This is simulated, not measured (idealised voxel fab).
process module | voxel trench capacitor
cross-section cut | 210 nm wide | cells 5 nm
A cross-section is a grid of square cells, given in bands from the top down. A band is one or more rows of cells.
Each band's line starts with the height of the band's top and of its bottom, in nm. Then come its materials from left to right, each with its width in nm. One material with "throughout" fills the band from edge to edge. "air" is empty space.
Height 0 is the level under which the wafer as received is all one material. The lowest band goes on downwards, as in "0 down".
A width such as "30 to 40" changes by the same amount from each row of cells to the next, from the band's top row to its bottom row.
"no change" after a step means that no cell of the cross-section changed.
closed voids: empty space of 8 cells or more with no open way to the top, each as width x height at its distance from the left edge, in nm
after a step's settings: what the simulator itself notes on the step
overlay nm, on a step with a mask: how far to the right of its planned place the mask lay; to the left if negative
plan
1 op RECEIVE | material Si
2 op CONFORMAL_DEP | material SiN | thk nm 10
3 op DIRECTIONAL_DEP | material aC | thk nm 10
4 op PATTERN | tone open | mask id TRENCH | material resist | width nm 15 | pitch nm 30 | thk nm 30 | overlay nm 0
5 op DIRECTIONAL_ETCH | etch materials aC | depth nm 10
6 op STRIP | etch materials resist
7 op DIRECTIONAL_ETCH | etch materials SiN | depth nm 10
8 op DIRECTIONAL_ETCH | etch materials Si | depth nm 30
9 op STRIP | etch materials aC
10 op CONFORMAL_DEP | material SiO2 | thk nm 5
11 op FILL_DEP | material polySi | thk nm 10
12 op CMP | height nm 10
as received, after step 1
  0 down: Si throughout
  closed voids: none
first wafer at the end, as planned
  10 to 0: SiN 65 | SiO2 5 | polySi 5 | SiO2 5 | SiN 15 | SiO2 5 | polySi 5 | SiO2 5 | SiN 15 | SiO2 5 | polySi 5 | SiO2 5 | SiN 70
  0 to -25: Si 65 | SiO2 5 | polySi 5 | SiO2 5 | Si 15 | SiO2 5 | polySi 5 | SiO2 5 | Si 15 | SiO2 5 | polySi 5 | SiO2 5 | Si 70
  -25 to -30: Si 65 | SiO2 15 | Si 15 | SiO2 15 | Si 15 | SiO2 15 | Si 70
  -30 down: Si throughout
  closed voids: none
second wafer at the end: like start, like plan, one mistake
  10 to 0: polySi 60 | SiO2 5 | SiN 15 | SiO2 5 | polySi 5 | SiO2 5 | SiN 15 | SiO2 5 | polySi 5 | SiO2 5 | SiN 15 | SiO2 5 | polySi 65
  0 to -25: polySi 60 | SiO2 5 | Si 15 | SiO2 5 | polySi 5 | SiO2 5 | Si 15 | SiO2 5 | polySi 5 | SiO2 5 | Si 15 | SiO2 5 | polySi 65
  -25 to -30: SiO2 65 | Si 15 | SiO2 15 | Si 15 | SiO2 15 | Si 15 | SiO2 70
  -30 down: Si throughout
  closed voids: none
what went wrong: step 4 ran as: op PATTERN | tone cover | mask id TRENCH | material resist | width nm 15 | pitch nm 30 | thk nm 30 | overlay nm 0
at the end the second wafer has, in cells: 144 fewer of Si | 48 fewer of SiN | 24 more of SiO2 | 168 more of polySi
